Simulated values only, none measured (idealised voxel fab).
process module | voxel spacer lines
cross-section cut | 290 nm wide | cells 5 nm
A cross-section is a grid of square cells, given in bands from the top down. A band is one or more rows of cells.
Each band's line starts with the height of the band's top and of its bottom, in nm. Then come its materials from left to right, each with its width in nm. One material with "throughout" fills the band from edge to edge. "air" is empty space.
Height 0 is the level under which the wafer as received is all one material. The lowest band goes on downwards, as in "0 down".
A width such as "30 to 40" changes by the same amount from each row of cells to the next, from the band's top row to its bottom row.
"no change" after a step means that no cell of the cross-section changed.
closed voids: empty space of 8 cells or more with no open way to the top, each as width x height at its distance from the left edge, in nm
after a step's settings: what the simulator itself notes on the step
overlay nm, on a step with a mask: how far to the right of its planned place the mask lay; to the left if negative
plan
1 op RECEIVE | material Si
2 op CONFORMAL_DEP | material Al2O3 | thk nm 10
3 op DIRECTIONAL_DEP | material W | thk nm 15
4 op DIRECTIONAL_DEP | material aC | thk nm 25
5 op PATTERN | tone cover | mask id MANDREL | material resist | width nm 25 | pitch nm 80 | thk nm 30 | overlay nm 0
6 op DIRECTIONAL_ETCH | etch materials aC | depth nm 25
7 op STRIP | etch materials resist
8 op CONFORMAL_DEP | material SiN | thk nm 15
9 op DIRECTIONAL_ETCH | etch materials SiN | depth nm 15
10 op STRIP | etch materials aC
11 op DIRECTIONAL_ETCH | etch materials W | depth nm 15
12 op STRIP | etch materials SiN
as received, after step 1
  0 down: Si throughout
  closed voids: none
first wafer at the end, as planned
  25 to 10: air 75 | W 15 | air 25 | W 15 | air 25 | W 15 | air 25 | W 15 | air 80
  10 to 0: Al2O3 throughout
  0 down: Si throughout
  closed voids: none
second wafer at the end: like start, like plan, one mistake
  30 to 15: air 75 | W 15 | air 25 | W 15 | air 25 | W 15 | air 25 | W 15 | air 80
  15 to 0: Al2O3 throughout
  0 down: Si throughout
  closed voids: none
what went wrong: step 2 ran as: op CONFORMAL_DEP | material Al2O3 | thk nm 15
at the end the second wafer has, in cells: 58 more of Al2O3
